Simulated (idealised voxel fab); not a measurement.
process module | voxel self aligned contacts
cross-section cut | 210 nm wide | cells 5 nm
A cross-section is a grid of square cells, given in bands from the top down. A band is one or more rows of cells.
Each band's line starts with the height of the band's top and of its bottom, in nm. Then come its materials from left to right, each with its width in nm. One material with "throughout" fills the band from edge to edge. "air" is empty space.
Height 0 is the level under which the wafer as received is all one material. The lowest band goes on downwards, as in "0 down".
A width such as "30 to 40" changes by the same amount from each row of cells to the next, from the band's top row to its bottom row.
"no change" after a step means that no cell of the cross-section changed.
closed voids: empty space of 8 cells or more with no open way to the top, each as width x height at its distance from the left edge, in nm
after a step's settings: what the simulator itself notes on the step
overlay nm, on a step with a mask: how far to the right of its planned place the mask lay; to the left if negative
plan
1 op RECEIVE | material Si
2 op CONFORMAL_DEP | material SiO2 | thk nm 5
3 op DIRECTIONAL_DEP | material polySi | thk nm 20
4 op DIRECTIONAL_DEP | material SiN | thk nm 15
5 op DIRECTIONAL_DEP | material aC | thk nm 10
6 op PATTERN | tone cover | mask id GATE | material resist | width nm 35 | pitch nm 60 | thk nm 30 | overlay nm 0
7 op DIRECTIONAL_ETCH | etch materials aC | depth nm 10
8 op STRIP | etch materials resist
9 op DIRECTIONAL_ETCH | etch materials SiN | depth nm 15
10 op DIRECTIONAL_ETCH | etch materials polySi | depth nm 20
11 op STRIP | etch materials aC
12 op CONFORMAL_DEP | material SiN | thk nm 5
13 op DIRECTIONAL_ETCH | etch materials SiN | depth nm 5
14 op FILL_DEP | material SiO2 | thk nm 15
15 op CMP | height nm 50
16 op PATTERN | tone open | mask id CONTACT | material resist | width nm 35 | thk nm 20 | overlay nm 0
17 op DIRECTIONAL_ETCH | etch materials SiO2 | depth nm 50
18 op STRIP | etch materials resist
19 op CONFORMAL_DEP | material TiN | thk nm 5
20 op FILL_DEP | material W | thk nm 5
21 op CMP | height nm 50
22 op CONFORMAL_DEP | material SiN | thk nm 5
as received, after step 1
  0 down: Si throughout
  closed voids: none
a wafer at the end: this start, this plan, one mistake
  55 to 50: SiN throughout
  50 to 40: SiO2 90 | TiN 5 to 10 | W 25 to 5 | TiN 5 to 20 | SiO2 85
  40 to 25: SiO2 50 | SiN 45 | TiN 5 | W 5 | TiN 5 | SiN 45 | SiO2 55
  25 to 5: SiO2 50 | SiN 5 | polySi 35 | SiN 5 | TiN 5 | W 5 | TiN 5 | SiN 5 | polySi 35 | SiN 5 | SiO2 55
  5 to 0: SiO2 95 | TiN 15 | SiO2 100
  0 down: Si throughout
  closed voids: none
what went wrong: step 16 ran as: op PATTERN | tone open | mask id CONTACT | material resist | width nm 35 | thk nm 20 | overlay nm 5
